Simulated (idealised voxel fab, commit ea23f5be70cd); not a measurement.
process module | voxel capacitor over wiring
Square cells of 5 nm make up the cross-section cut, whose width is 155 nm.
A cross-section is a grid of square cells, given in bands from the top down. A band is one or more rows of cells.
Within each band entry, the heights of the top and of the bottom of the band appear first, in that order and in nm; the materials of the band then follow from left to right, each with its corresponding width in nm. The designation "all across" on a single material indicates that it fills the band from edge to edge; the designation "air" indicates empty space.
The level at which height equals 0 is the one under which the wafer, as it arrives, is entirely one material. No lower edge exists for the bottom band, which continues downward and is notated as in "0 down".
Think of "30 to 40" as a width that walks from the first number to the second as you go down the band, top row to bottom row, taking equal-sized steps from row to row.
"all unchanged", as given for a step, is the statement that not any cell of the cross-section underwent a change during that step.
Closed-off voids of 8+ cells (no open route to the top) go in "Trapped cavities", written width x height at distance from the left edge, in nm.
What comes after the settings on a step's line is commentary from the simulator itself on that step.
"overlay nm" on a masked step: distance the mask lay right of its planned place, negative for left.

# List of planned process steps
| 1 | RECEIVE [material Si] |
| 2 | CONFORMAL_DEP [material SiO2] [thk nm 10] |
| 3 | CONFORMAL_DEP [material SiN] [thk nm 5] |
| 4 | DIRECTIONAL_DEP [material SiO2] [thk nm 25] |
| 5 | DIRECTIONAL_DEP [material aC] [thk nm 10] |
| 6 | PATTERN [tone open] [mask id METAL_1] [material resist] [width nm 25] [pitch nm 80] [thk nm 25] [overlay nm 0] |
| 7 | DIRECTIONAL_ETCH [etch materials aC] [depth nm 10] |
| 8 | STRIP [etch materials resist] |
| 9 | DIRECTIONAL_ETCH [etch materials SiO2] [depth nm 25] |
| 10 | DIRECTIONAL_ETCH [etch materials SiN] [depth nm 5] |
| 11 | STRIP [etch materials aC] |
| 12 | CONFORMAL_DEP [material TiN] [thk nm 5] |
| 13 | FILL_DEP [material Cu] [thk nm 5] |
| 14 | CMP [height nm 40] |
| 15 | CONFORMAL_DEP [material SiCN] [thk nm 5] |
| 16 | DIRECTIONAL_DEP [material lowk] [thk nm 15] |
| 17 | DIRECTIONAL_DEP [material aC] [thk nm 15] |
| 18 | PATTERN [tone open] [mask id PLUG_1] [material resist] [width nm 15] [thk nm 30] [overlay nm 0] |
| 19 | DIRECTIONAL_ETCH [etch materials aC] [depth nm 15] |
| 20 | STRIP [etch materials resist] |
| 21 | DIRECTIONAL_ETCH [etch materials lowk] [depth nm 15] |
| 22 | DIRECTIONAL_ETCH [etch materials SiCN] [depth nm 5] |
| 23 | STRIP [etch materials aC] |
| 24 | EPI [material Ru] [thk nm 10] |
| 25 | EPI [material Ru] [thk nm 10] |
| 26 | DIRECTIONAL_DEP [material TiN] [thk nm 5] |
| 27 | DIRECTIONAL_DEP [material Al2O3] [thk nm 5] |
| 28 | DIRECTIONAL_DEP [material TiN] [thk nm 5] |
| 29 | PATTERN [tone cover] [mask id UPPER_PLATE] [material resist] [width nm 60] [thk nm 15] [overlay nm 0] |
| 30 | DIRECTIONAL_ETCH [etch materials TiN] [depth nm 5] |
| 31 | DIRECTIONAL_ETCH [etch materials Al2O3] [depth nm 5] |
| 32 | STRIP [etch materials resist] |
| 33 | MASKED_ETCH [tone cover] [mask id LOWER_PLATE] [width nm 70] [etch materials TiN] [depth nm 5] [overlay nm 0] |
| 34 | FILL_DEP [material SiO2] [thk nm 15] |
| 35 | CMP [height nm 85] |
| 36 | PATTERN [tone open] [mask id PLUG_2] [material resist] [width nm 15] [thk nm 15] [overlay nm 0] |
| 37 | DIRECTIONAL_ETCH [etch materials SiO2] [depth nm 10] |
| 38 | STRIP [etch materials resist] |
| 39 | CONFORMAL_DEP [material TiN] [thk nm 5] |
| 40 | FILL_DEP [material W] [thk nm 5] |
| 41 | CMP [height nm 85] |
| 42 | CONFORMAL_DEP [material SiN] [thk nm 5] |

# The first of a set of two wafers, run to plan

# Cross-sectional view of the wafer in its as-received condition, corresponding to the state after step 1
	0 down | Si all across
	Trapped cavities: none

# You're looking at a cross-section of the wafer after step 2
	10 to 0 | SiO2 all across
	Nothing below the height 0 has changed.

# You're looking at a cross-section of the wafer after step 3
	15 to 10 | SiN all across
	Nothing below the height 10 has changed.

# You're looking at a cross-section of the wafer after step 4
	40 to 15 | SiO2 all across
	Nothing below the height 15 has changed.

# You're looking at a cross-section of the wafer after step 5
	50 to 40 | aC all across
	Nothing below the height 40 has changed.

# You're looking at a cross-section of the wafer after step 6
	75 to 50 | resist: 25; air: 25; resist: 55; air: 25; resist: 25
	Nothing below the height 50 has changed.

# You're looking at a cross-section of the wafer after step 7
	65 to 50 | resist: 25; air: 25; resist: 55; air: 25; resist: 25
	50 to 40 | aC: 25; air: 25; aC: 55; air: 25; aC: 25
	Nothing below the height 40 has changed.

# You're looking at a cross-section of the wafer after step 8
	50 to 40 | aC: 25; air: 25; aC: 55; air: 25; aC: 25
	Nothing below the height 40 has changed.

# You're looking at a cross-section of the wafer after step 9
	50 to 40 | aC: 25; air: 25; aC: 55; air: 25; aC: 25
	40 to 15 | SiO2: 25; air: 25; SiO2: 55; air: 25; SiO2: 25
	Nothing below the height 15 has changed.

# You're looking at a cross-section of the wafer after step 10
	50 to 40 | aC: 25; air: 25; aC: 55; air: 25; aC: 25
	40 to 15 | SiO2: 25; air: 25; SiO2: 55; air: 25; SiO2: 25
	15 to 10 | SiN: 25; air: 25; SiN: 55; air: 25; SiN: 25
	Nothing below the height 10 has changed.

# You're looking at a cross-section of the wafer after step 11
	40 to 15 | SiO2: 25; air: 25; SiO2: 55; air: 25; SiO2: 25
	Nothing below the height 15 has changed.

# You're looking at a cross-section of the wafer after step 12
	45 to 40 | TiN: 30; air: 15; TiN: 65; air: 15; TiN: 30
	40 to 15 | SiO2: 25; TiN: 5; air: 15; TiN: 5; SiO2: 55; TiN: 5; air: 15; TiN: 5; SiO2: 25
	15 to 10 | SiN: 25; TiN: 25; SiN: 55; TiN: 25; SiN: 25
	Nothing below the height 10 has changed.

# You're looking at a cross-section of the wafer after step 13
	50 to 45 | Cu all across
	45 to 40 | TiN: 30; Cu: 15; TiN: 65; Cu: 15; TiN: 30
	40 to 15 | SiO2: 25; TiN: 5; Cu: 15; TiN: 5; SiO2: 55; TiN: 5; Cu: 15; TiN: 5; SiO2: 25
	Nothing below the height 15 has changed.

# You're looking at a cross-section of the wafer after step 14
	40 to 15 | SiO2: 25; TiN: 5; Cu: 15; TiN: 5; SiO2: 55; TiN: 5; Cu: 15; TiN: 5; SiO2: 25
	Nothing below the height 15 has changed.

# You're looking at a cross-section of the wafer after step 15
	45 to 40 | SiCN all across
	Nothing below the height 40 has changed.

# You're looking at a cross-section of the wafer after step 16
	60 to 45 | lowk all across
	Nothing below the height 45 has changed.

# You're looking at a cross-section of the wafer after step 17
	75 to 60 | aC all across
	Nothing below the height 60 has changed.

# You're looking at a cross-section of the wafer after step 18
	105 to 75 | resist: 35; air: 15; resist: 105
	Nothing below the height 75 has changed.

# You're looking at a cross-section of the wafer after step 19
	90 to 75 | resist: 35; air: 15; resist: 105
	75 to 60 | aC: 35; air: 15; aC: 105
	Nothing below the height 60 has changed.

# You're looking at a cross-section of the wafer after step 20
	75 to 60 | aC: 35; air: 15; aC: 105
	Nothing below the height 60 has changed.

# You're looking at a cross-section of the wafer after step 21
	75 to 60 | aC: 35; air: 15; aC: 105
	60 to 45 | lowk: 35; air: 15; lowk: 105
	Nothing below the height 45 has changed.

# You're looking at a cross-section of the wafer after step 22
	75 to 60 | aC: 35; air: 15; aC: 105
	60 to 45 | lowk: 35; air: 15; lowk: 105
	45 to 40 | SiCN: 35; air: 15; SiCN: 105
	Nothing below the height 40 has changed.

# You're looking at a cross-section of the wafer after step 23
	60 to 45 | lowk: 35; air: 15; lowk: 105
	Nothing below the height 45 has changed.

# You're looking at a cross-section of the wafer after step 24
	60 to 50 | lowk: 35; air: 15; lowk: 105
	50 to 45 | lowk: 35; Ru: 15; lowk: 105
	45 to 40 | SiCN: 35; Ru: 15; SiCN: 105
	Nothing below the height 40 has changed.

# You're looking at a cross-section of the wafer after step 25
	60 to 45 | lowk: 35; Ru: 15; lowk: 105
	Nothing below the height 45 has changed.

# You're looking at a cross-section of the wafer after step 26
	65 to 60 | TiN all across
	Nothing below the height 60 has changed.

# You're looking at a cross-section of the wafer after step 27
	70 to 65 | Al2O3 all across
	Nothing below the height 65 has changed.

# You're looking at a cross-section of the wafer after step 28
	75 to 70 | TiN all across
	Nothing below the height 70 has changed.

# You're looking at a cross-section of the wafer after step 29
	90 to 75 | air: 35; resist: 60; air: 60
	Nothing below the height 75 has changed.

# You're looking at a cross-section of the wafer after step 30
	90 to 75 | air: 35; resist: 60; air: 60
	75 to 70 | air: 35; TiN: 60; air: 60
	Nothing below the height 70 has changed.

# You're looking at a cross-section of the wafer after step 31
	90 to 75 | air: 35; resist: 60; air: 60
	75 to 70 | air: 35; TiN: 60; air: 60
	70 to 65 | air: 35; Al2O3: 60; air: 60
	Nothing below the height 65 has changed.

# You're looking at a cross-section of the wafer after step 32
	75 to 70 | air: 35; TiN: 60; air: 60
	Nothing below the height 70 has changed.

# You're looking at a cross-section of the wafer after step 33
	75 to 70 | air: 35; TiN: 60; air: 60
	70 to 65 | air: 35; Al2O3: 60; air: 60
	65 to 60 | air: 30; TiN: 70; air: 55
	Nothing below the height 60 has changed.

# You're looking at a cross-section of the wafer after step 34
	90 to 75 | SiO2 all across
	75 to 70 | SiO2: 35; TiN: 60; SiO2: 60
	70 to 65 | SiO2: 35; Al2O3: 60; SiO2: 60
	65 to 60 | SiO2: 30; TiN: 70; SiO2: 55
	Nothing below the height 60 has changed.

# You're looking at a cross-section of the wafer after step 35
	85 to 75 | SiO2 all across
	Nothing below the height 75 has changed.

# You're looking at a cross-section of the wafer after step 36
	100 to 85 | resist: 45; air: 15; resist: 95
	Nothing below the height 85 has changed.

# You're looking at a cross-section of the wafer after step 37
	100 to 85 | resist: 45; air: 15; resist: 95
	85 to 75 | SiO2: 45; air: 15; SiO2: 95
	Nothing below the height 75 has changed.

# You're looking at a cross-section of the wafer after step 38
	85 to 75 | SiO2: 45; air: 15; SiO2: 95
	Nothing below the height 75 has changed.

# You're looking at a cross-section of the wafer after step 39
	90 to 85 | TiN: 50; air: 5; TiN: 100
	85 to 80 | SiO2: 45; TiN: 5; air: 5; TiN: 5; SiO2: 95
	80 to 70 | SiO2: 45 to 35; TiN: 15 to 60; SiO2: 95 to 60
	Nothing below the height 70 has changed.

# You're looking at a cross-section of the wafer after step 40
	95 to 90 | W all across
	90 to 85 | TiN: 50; W: 5; TiN: 100
	85 to 80 | SiO2: 45; TiN: 5; W: 5; TiN: 5; SiO2: 95
	Nothing below the height 80 has changed.

# You're looking at a cross-section of the wafer after step 41
	85 to 80 | SiO2: 45; TiN: 5; W: 5; TiN: 5; SiO2: 95
	Nothing below the height 80 has changed.

# You're looking at a cross-section of the wafer after step 42
	90 to 85 | SiN all across
	Nothing below the height 85 has changed.

# The remaining wafer, second of the two, started like the first and was run to the same plan, except that one mistake was made along the way; the two coincide through step 23, inclusive

# Here is the second wafer in cross-section at the point where step 25 of the plan should have been done
	70 to 60 | air: 25; Ru: 35; air: 95
	60 to 45 | lowk: 35; Ru: 15; lowk: 105
	45 to 40 | SiCN: 35; Ru: 15; SiCN: 105
	Nothing below the height 40 has changed.

# Here is the second wafer in cross-section at the point where step 26 of the plan should have been done
	75 to 70 | air: 25; TiN: 35; air: 95
	70 to 65 | air: 25; Ru: 35; air: 95
	65 to 60 | TiN: 25; Ru: 35; TiN: 95
	Nothing below the height 60 has changed.

# Here is the second wafer in cross-section at the point where step 27 of the plan should have been done
	80 to 75 | air: 25; Al2O3: 35; air: 95
	75 to 70 | air: 25; TiN: 35; air: 95
	70 to 65 | Al2O3: 25; Ru: 35; Al2O3: 95
	Nothing below the height 65 has changed.

# Here is the second wafer in cross-section at the point where step 28 of the plan should have been done
	85 to 80 | air: 25; TiN: 35; air: 95
	80 to 75 | air: 25; Al2O3: 35; air: 95
	75 to 70 | TiN all across
	Nothing below the height 70 has changed.

# Here is the second wafer in cross-section at the point where step 29 of the plan should have been done
	100 to 85 | air: 35; resist: 60; air: 60
	85 to 80 | air: 25; TiN: 35; resist: 35; air: 60
	80 to 75 | air: 25; Al2O3: 35; resist: 35; air: 60
	Nothing below the height 75 has changed.

# Here is the second wafer in cross-section at the point where step 30 of the plan should have been done
	100 to 85 | air: 35; resist: 60; air: 60
	85 to 80 | air: 35; TiN: 25; resist: 35; air: 60
	80 to 75 | air: 25; Al2O3: 35; resist: 35; air: 60
	75 to 70 | air: 25; TiN: 70; air: 60
	Nothing below the height 70 has changed.

# Here is the second wafer in cross-section at the point where step 31 of the plan should have been done
	100 to 85 | air: 35; resist: 60; air: 60
	85 to 80 | air: 35; TiN: 25; resist: 35; air: 60
	80 to 75 | air: 35; Al2O3: 25; resist: 35; air: 60
	75 to 70 | air: 25; TiN: 70; air: 60
	70 to 65 | air: 25; Ru: 35; Al2O3: 35; air: 60
	Nothing below the height 65 has changed.

# Here is the second wafer in cross-section at the point where step 32 of the plan should have been done
	85 to 80 | air: 35; TiN: 25; air: 95
	80 to 75 | air: 35; Al2O3: 25; air: 95
	Nothing below the height 75 has changed.

# Here is the second wafer in cross-section at the point where step 33 of the plan should have been done
	85 to 80 | air: 35; TiN: 25; air: 95
	80 to 75 | air: 35; Al2O3: 25; air: 95
	75 to 70 | air: 30; TiN: 65; air: 60
	70 to 65 | air: 25; Ru: 35; Al2O3: 35; air: 60
	65 to 60 | air: 25; Ru: 35; TiN: 40; air: 55
	Nothing below the height 60 has changed.

# Here is the second wafer in cross-section at the point where step 34 of the plan should have been done
	100 to 85 | SiO2 all across
	85 to 80 | SiO2: 35; TiN: 25; SiO2: 95
	80 to 75 | SiO2: 35; Al2O3: 25; SiO2: 95
	75 to 70 | SiO2: 30; TiN: 65; SiO2: 60
	70 to 65 | SiO2: 25; Ru: 35; Al2O3: 35; SiO2: 60
	65 to 60 | SiO2: 25; Ru: 35; TiN: 40; SiO2: 55
	Nothing below the height 60 has changed.

# Here is the second wafer in cross-section at the point where step 35 of the plan should have been done
	85 to 80 | SiO2: 35; TiN: 25; SiO2: 95
	Nothing below the height 80 has changed.

# Here is the second wafer in cross-section at the point where step 36 of the plan should have been done
	100 to 85 | resist: 45; air: 15; resist: 95
	Nothing below the height 85 has changed.

Here is the second wafer in cross-section at the point where step 37 of the plan should have been done: all unchanged

# Here is the second wafer in cross-section at the point where step 38 of the plan should have been done
	85 to 80 | SiO2: 35; TiN: 25; SiO2: 95
	Nothing below the height 80 has changed.

# Here is the second wafer in cross-section at the point where step 39 of the plan should have been done
	90 to 85 | TiN all across
	Nothing below the height 85 has changed.

# Here is the second wafer in cross-section at the point where step 40 of the plan should have been done
	95 to 90 | W all across
	Nothing below the height 90 has changed.

# Here is the second wafer in cross-section at the point where step 41 of the plan should have been done
	85 to 80 | SiO2: 35; TiN: 25; SiO2: 95
	Nothing below the height 80 has changed.

# Here is the second wafer in cross-section at the point where step 42 of the plan should have been done
	90 to 85 | SiN all across
	Nothing below the height 85 has changed.
Misprocessing identified: one of the identical steps 24 and 25 was run twice, but which one cannot be determined
Per the end-of-run cell counts, the second wafer holds more or fewer of some materials than the first: Ru +14; SiO2 -8; TiN -5; W -1
